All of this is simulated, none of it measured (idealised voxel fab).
process module | voxel wiring stack
cross-section cut | 155 nm wide | cells 5 nm
A cross-section is a grid of square cells, given in bands from the top down. A band is one or more rows of cells.
Each band's line starts with the height of the band's top and of its bottom, in nm. Then come its materials from left to right, each with its width in nm. One material with "throughout" fills the band from edge to edge. "air" is empty space.
Height 0 is the level under which the wafer as received is all one material. The lowest band goes on downwards, as in "0 down".
A width such as "30 to 40" changes by the same amount from each row of cells to the next, from the band's top row to its bottom row.
"no change" after a step means that no cell of the cross-section changed.
closed voids: empty space of 8 cells or more with no open way to the top, each as width x height at its distance from the left edge, in nm
after a step's settings: what the simulator itself notes on the step
overlay nm, on a step with a mask: how far to the right of its planned place the mask lay; to the left if negative
plan
1 op RECEIVE | material Si
2 op CONFORMAL_DEP | material SiO2 | thk nm 15
3 op CONFORMAL_DEP | material SiN | thk nm 5
4 op DIRECTIONAL_DEP | material SiO2 | thk nm 25
5 op DIRECTIONAL_DEP | material aC | thk nm 10
6 op PATTERN | tone open | mask id METAL_1 | material resist | width nm 25 | pitch nm 45 | thk nm 25 | overlay nm 0
7 op DIRECTIONAL_ETCH | etch materials aC | depth nm 10
8 op STRIP | etch materials resist
9 op DIRECTIONAL_ETCH | etch materials SiO2 | depth nm 25
10 op DIRECTIONAL_ETCH | etch materials SiN | depth nm 5
11 op STRIP | etch materials aC
12 op CONFORMAL_DEP | material TiN | thk nm 5
13 op FILL_DEP | material Ru | thk nm 5
14 op CMP | height nm 45
15 op CONFORMAL_DEP | material SiCN | thk nm 5
16 op DIRECTIONAL_DEP | material lowk | thk nm 25
17 op DIRECTIONAL_DEP | material aC | thk nm 10
18 op PATTERN | tone open | mask id METAL_2_HOLES | material resist | width nm 15 | pitch nm 45 | thk nm 30 | overlay nm 0
19 op DIRECTIONAL_ETCH | etch materials aC | depth nm 10
20 op STRIP | etch materials resist
21 op DIRECTIONAL_ETCH | etch materials lowk | depth nm 25
22 op STRIP | etch materials aC
23 op MASKED_ETCH | tone open | mask id METAL_2 | width nm 25 | pitch nm 45 | etch materials lowk | depth nm 15 | overlay nm 0
24 op MASKED_ETCH | tone open | mask id METAL_2 | width nm 25 | pitch nm 45 | etch materials SiCN | depth nm 5 | overlay nm 0
25 op CONFORMAL_DEP | material TiN | thk nm 5
26 op FILL_DEP | material Cu | thk nm 10
27 op CMP | height nm 75
28 op CONFORMAL_DEP | material SiCN | thk nm 5
29 op DIRECTIONAL_DEP | material SiO2 | thk nm 35
30 op PATTERN | tone open | mask id METAL_3_HOLES | material resist | width nm 15 | thk nm 20 | overlay nm 0
31 op DIRECTIONAL_ETCH | etch materials SiO2 | depth nm 35
32 op STRIP | etch materials resist
33 op PATTERN | tone open | mask id METAL_3 | material resist | width nm 25 | pitch nm 45 | thk nm 15 | overlay nm 0
34 op DIRECTIONAL_ETCH | etch materials SiO2 | depth nm 20
35 op DIRECTIONAL_ETCH | etch materials SiCN | depth nm 5
36 op STRIP | etch materials resist
37 op CONFORMAL_DEP | material TiN | thk nm 5
38 op FILL_DEP | material Cu | thk nm 5
39 op CMP | height nm 115
40 op CONFORMAL_DEP | material SiN | thk nm 5
first wafer, as planned
as received, after step 1
  0 down: Si throughout
  closed voids: none
after step 2
  15 to 0: SiO2 throughout
  below 0: unchanged
after step 3
  20 to 15: SiN throughout
  below 15: unchanged
after step 4
  45 to 20: SiO2 throughout
  below 20: unchanged
after step 5
  55 to 45: aC throughout
  below 45: unchanged
after step 6
  80 to 55: resist 40 | air 25 | resist 20 | air 25 | resist 45
  below 55: unchanged
after step 7
  70 to 55: resist 40 | air 25 | resist 20 | air 25 | resist 45
  55 to 45: aC 40 | air 25 | aC 20 | air 25 | aC 45
  below 45: unchanged
after step 8
  55 to 45: aC 40 | air 25 | aC 20 | air 25 | aC 45
  below 45: unchanged
after step 9
  55 to 45: aC 40 | air 25 | aC 20 | air 25 | aC 45
  45 to 20: SiO2 40 | air 25 | SiO2 20 | air 25 | SiO2 45
  below 20: unchanged
after step 10
  55 to 45: aC 40 | air 25 | aC 20 | air 25 | aC 45
  45 to 20: SiO2 40 | air 25 | SiO2 20 | air 25 | SiO2 45
  20 to 15: SiN 40 | air 25 | SiN 20 | air 25 | SiN 45
  below 15: unchanged
after step 11
  45 to 20: SiO2 40 | air 25 | SiO2 20 | air 25 | SiO2 45
  below 20: unchanged
after step 12
  50 to 45: TiN 45 | air 15 | TiN 30 | air 15 | TiN 50
  45 to 20: SiO2 40 | TiN 5 | air 15 | TiN 5 | SiO2 20 | TiN 5 | air 15 | TiN 5 | SiO2 45
  20 to 15: SiN 40 | TiN 25 | SiN 20 | TiN 25 | SiN 45
  below 15: unchanged
after step 13
  55 to 50: Ru throughout
  50 to 45: TiN 45 | Ru 15 | TiN 30 | Ru 15 | TiN 50
  45 to 20: SiO2 40 | TiN 5 | Ru 15 | TiN 5 | SiO2 20 | TiN 5 | Ru 15 | TiN 5 | SiO2 45
  below 20: unchanged
after step 14
  45 to 20: SiO2 40 | TiN 5 | Ru 15 | TiN 5 | SiO2 20 | TiN 5 | Ru 15 | TiN 5 | SiO2 45
  below 20: unchanged
after step 15
  50 to 45: SiCN throughout
  below 45: unchanged
after step 16
  75 to 50: lowk throughout
  below 50: unchanged
after step 17
  85 to 75: aC throughout
  below 75: unchanged
after step 18
  115 to 85: resist 40 | air 15 | resist 30 | air 15 | resist 55
  below 85: unchanged
after step 19
  105 to 85: resist 40 | air 15 | resist 30 | air 15 | resist 55
  85 to 75: aC 40 | air 15 | aC 30 | air 15 | aC 55
  below 75: unchanged
after step 20
  85 to 75: aC 40 | air 15 | aC 30 | air 15 | aC 55
  below 75: unchanged
after step 21
  85 to 75: aC 40 | air 15 | aC 30 | air 15 | aC 55
  75 to 50: lowk 40 | air 15 | lowk 30 | air 15 | lowk 55
  below 50: unchanged
after step 22
  75 to 50: lowk 40 | air 15 | lowk 30 | air 15 | lowk 55
  below 50: unchanged
after step 23
  75 to 60: lowk 40 | air 25 | lowk 20 | air 25 | lowk 45
  below 60: unchanged
after step 24
  75 to 60: lowk 40 | air 25 | lowk 20 | air 25 | lowk 45
  60 to 50: lowk 40 | air 15 | lowk 30 | air 15 | lowk 55
  50 to 45: SiCN 40 | air 15 | SiCN 30 | air 15 | SiCN 55
  below 45: unchanged
after step 25
  80 to 75: TiN 45 | air 15 | TiN 30 | air 15 | TiN 50
  75 to 65: lowk 40 | TiN 5 | air 15 | TiN 5 | lowk 20 | TiN 5 | air 15 | TiN 5 | lowk 45
  65 to 60: lowk 40 | TiN 5 | air 5 | TiN 15 | lowk 20 | TiN 5 | air 5 | TiN 15 | lowk 45
  60 to 50: lowk 40 | TiN 5 | air 5 | TiN 5 | lowk 30 | TiN 5 | air 5 | TiN 5 | lowk 55
  50 to 45: SiCN 40 | TiN 15 | SiCN 30 | TiN 15 | SiCN 55
  below 45: unchanged
after step 26
  90 to 80: Cu throughout
  80 to 75: TiN 45 | Cu 15 | TiN 30 | Cu 15 | TiN 50
  75 to 65: lowk 40 | TiN 5 | Cu 15 | TiN 5 | lowk 20 | TiN 5 | Cu 15 | TiN 5 | lowk 45
  65 to 60: lowk 40 | TiN 5 | Cu 5 | TiN 15 | lowk 20 | TiN 5 | Cu 5 | TiN 15 | lowk 45
  60 to 50: lowk 40 | TiN 5 | Cu 5 | TiN 5 | lowk 30 | TiN 5 | Cu 5 | TiN 5 | lowk 55
  below 50: unchanged
after step 27
  75 to 65: lowk 40 | TiN 5 | Cu 15 | TiN 5 | lowk 20 | TiN 5 | Cu 15 | TiN 5 | lowk 45
  below 65: unchanged
after step 28
  80 to 75: SiCN throughout
  below 75: unchanged
after step 29
  115 to 80: SiO2 throughout
  below 80: unchanged
after step 30
  135 to 115: resist 40 | air 15 | resist 100
  below 115: unchanged
after step 31
  135 to 115: resist 40 | air 15 | resist 100
  115 to 80: SiO2 40 | air 15 | SiO2 100
  below 80: unchanged
after step 32
  115 to 80: SiO2 40 | air 15 | SiO2 100
  below 80: unchanged
after step 33
  130 to 115: resist 40 | air 25 | resist 20 | air 25 | resist 45
  below 115: unchanged
after step 34
  130 to 115: resist 40 | air 25 | resist 20 | air 25 | resist 45
  115 to 95: SiO2 40 | air 25 | SiO2 20 | air 25 | SiO2 45
  below 95: unchanged
after step 35
  130 to 115: resist 40 | air 25 | resist 20 | air 25 | resist 45
  115 to 95: SiO2 40 | air 25 | SiO2 20 | air 25 | SiO2 45
  95 to 80: SiO2 40 | air 15 | SiO2 100
  80 to 75: SiCN 40 | air 15 | SiCN 100
  below 75: unchanged
after step 36
  115 to 95: SiO2 40 | air 25 | SiO2 20 | air 25 | SiO2 45
  below 95: unchanged
after step 37
  120 to 115: TiN 45 | air 15 | TiN 30 | air 15 | TiN 50
  115 to 100: SiO2 40 | TiN 5 | air 15 | TiN 5 | SiO2 20 | TiN 5 | air 15 | TiN 5 | SiO2 45
  100 to 95: SiO2 40 | TiN 5 | air 5 | TiN 15 | SiO2 20 | TiN 25 | SiO2 45
  95 to 80: SiO2 40 | TiN 5 | air 5 | TiN 5 | SiO2 100
  80 to 75: SiCN 40 | TiN 15 | SiCN 100
  below 75: unchanged
after step 38
  125 to 120: Cu throughout
  120 to 115: TiN 45 | Cu 15 | TiN 30 | Cu 15 | TiN 50
  115 to 100: SiO2 40 | TiN 5 | Cu 15 | TiN 5 | SiO2 20 | TiN 5 | Cu 15 | TiN 5 | SiO2 45
  100 to 95: SiO2 40 | TiN 5 | Cu 5 | TiN 15 | SiO2 20 | TiN 25 | SiO2 45
  95 to 80: SiO2 40 | TiN 5 | Cu 5 | TiN 5 | SiO2 100
  below 80: unchanged
after step 39
  115 to 100: SiO2 40 | TiN 5 | Cu 15 | TiN 5 | SiO2 20 | TiN 5 | Cu 15 | TiN 5 | SiO2 45
  below 100: unchanged
after step 40
  120 to 115: SiN throughout
  below 115: unchanged
second wafer: like start, like plan, one mistake. Through step 22 it matches the first wafer
when step 23 should have ended
  75 to 60: lowk 35 | air 25 | lowk 20 | air 25 | lowk 50
  below 60: unchanged
when step 24 should have ended
  75 to 60: lowk 35 | air 25 | lowk 20 | air 25 | lowk 50
  60 to 50: lowk 40 | air 15 | lowk 30 | air 15 | lowk 55
  50 to 45: SiCN 40 | air 15 | SiCN 30 | air 15 | SiCN 55
  below 45: unchanged
when step 25 should have ended
  80 to 75: TiN 40 | air 15 | TiN 30 | air 15 | TiN 55
  75 to 65: lowk 35 | TiN 5 | air 15 | TiN 5 | lowk 20 | TiN 5 | air 15 | TiN 5 | lowk 50
  65 to 60: lowk 35 | TiN 10 | air 5 | TiN 10 | lowk 20 | TiN 10 | air 5 | TiN 10 | lowk 50
  60 to 50: lowk 40 | TiN 5 | air 5 | TiN 5 | lowk 30 | TiN 5 | air 5 | TiN 5 | lowk 55
  50 to 45: SiCN 40 | TiN 15 | SiCN 30 | TiN 15 | SiCN 55
  below 45: unchanged
when step 26 should have ended
  90 to 80: Cu throughout
  80 to 75: TiN 40 | Cu 15 | TiN 30 | Cu 15 | TiN 55
  75 to 65: lowk 35 | TiN 5 | Cu 15 | TiN 5 | lowk 20 | TiN 5 | Cu 15 | TiN 5 | lowk 50
  65 to 60: lowk 35 | TiN 10 | Cu 5 | TiN 10 | lowk 20 | TiN 10 | Cu 5 | TiN 10 | lowk 50
  60 to 50: lowk 40 | TiN 5 | Cu 5 | TiN 5 | lowk 30 | TiN 5 | Cu 5 | TiN 5 | lowk 55
  below 50: unchanged
when step 27 should have ended
  75 to 65: lowk 35 | TiN 5 | Cu 15 | TiN 5 | lowk 20 | TiN 5 | Cu 15 | TiN 5 | lowk 50
  below 65: unchanged
when step 28 should have ended
  80 to 75: SiCN throughout
  below 75: unchanged
when step 29 should have ended
  115 to 80: SiO2 throughout
  below 80: unchanged
when step 30 should have ended
  135 to 115: resist 40 | air 15 | resist 100
  below 115: unchanged
when step 31 should have ended
  135 to 115: resist 40 | air 15 | resist 100
  115 to 80: SiO2 40 | air 15 | SiO2 100
  below 80: unchanged
when step 32 should have ended
  115 to 80: SiO2 40 | air 15 | SiO2 100
  below 80: unchanged
when step 33 should have ended
  130 to 115: resist 40 | air 25 | resist 20 | air 25 | resist 45
  below 115: unchanged
when step 34 should have ended
  130 to 115: resist 40 | air 25 | resist 20 | air 25 | resist 45
  115 to 95: SiO2 40 | air 25 | SiO2 20 | air 25 | SiO2 45
  below 95: unchanged
when step 35 should have ended
  130 to 115: resist 40 | air 25 | resist 20 | air 25 | resist 45
  115 to 95: SiO2 40 | air 25 | SiO2 20 | air 25 | SiO2 45
  95 to 80: SiO2 40 | air 15 | SiO2 100
  80 to 75: SiCN 40 | air 15 | SiCN 100
  below 75: unchanged
when step 36 should have ended
  115 to 95: SiO2 40 | air 25 | SiO2 20 | air 25 | SiO2 45
  below 95: unchanged
when step 37 should have ended
  120 to 115: TiN 45 | air 15 | TiN 30 | air 15 | TiN 50
  115 to 100: SiO2 40 | TiN 5 | air 15 | TiN 5 | SiO2 20 | TiN 5 | air 15 | TiN 5 | SiO2 45
  100 to 95: SiO2 40 | TiN 5 | air 5 | TiN 15 | SiO2 20 | TiN 25 | SiO2 45
  95 to 80: SiO2 40 | TiN 5 | air 5 | TiN 5 | SiO2 100
  80 to 75: SiCN 40 | TiN 15 | SiCN 100
  below 75: unchanged
when step 38 should have ended
  125 to 120: Cu throughout
  120 to 115: TiN 45 | Cu 15 | TiN 30 | Cu 15 | TiN 50
  115 to 100: SiO2 40 | TiN 5 | Cu 15 | TiN 5 | SiO2 20 | TiN 5 | Cu 15 | TiN 5 | SiO2 45
  100 to 95: SiO2 40 | TiN 5 | Cu 5 | TiN 15 | SiO2 20 | TiN 25 | SiO2 45
  95 to 80: SiO2 40 | TiN 5 | Cu 5 | TiN 5 | SiO2 100
  below 80: unchanged
when step 39 should have ended
  115 to 100: SiO2 40 | TiN 5 | Cu 15 | TiN 5 | SiO2 20 | TiN 5 | Cu 15 | TiN 5 | SiO2 45
  below 100: unchanged
when step 40 should have ended
  120 to 115: SiN throughout
  below 115: unchanged
what went wrong: step 23 ran as: op MASKED_ETCH | tone open | mask id METAL_2 | width nm 25 | pitch nm 45 | etch materials lowk | depth nm 15 | overlay nm -5
at the end the second wafer has, in cells: as many of each material as the first, in other places
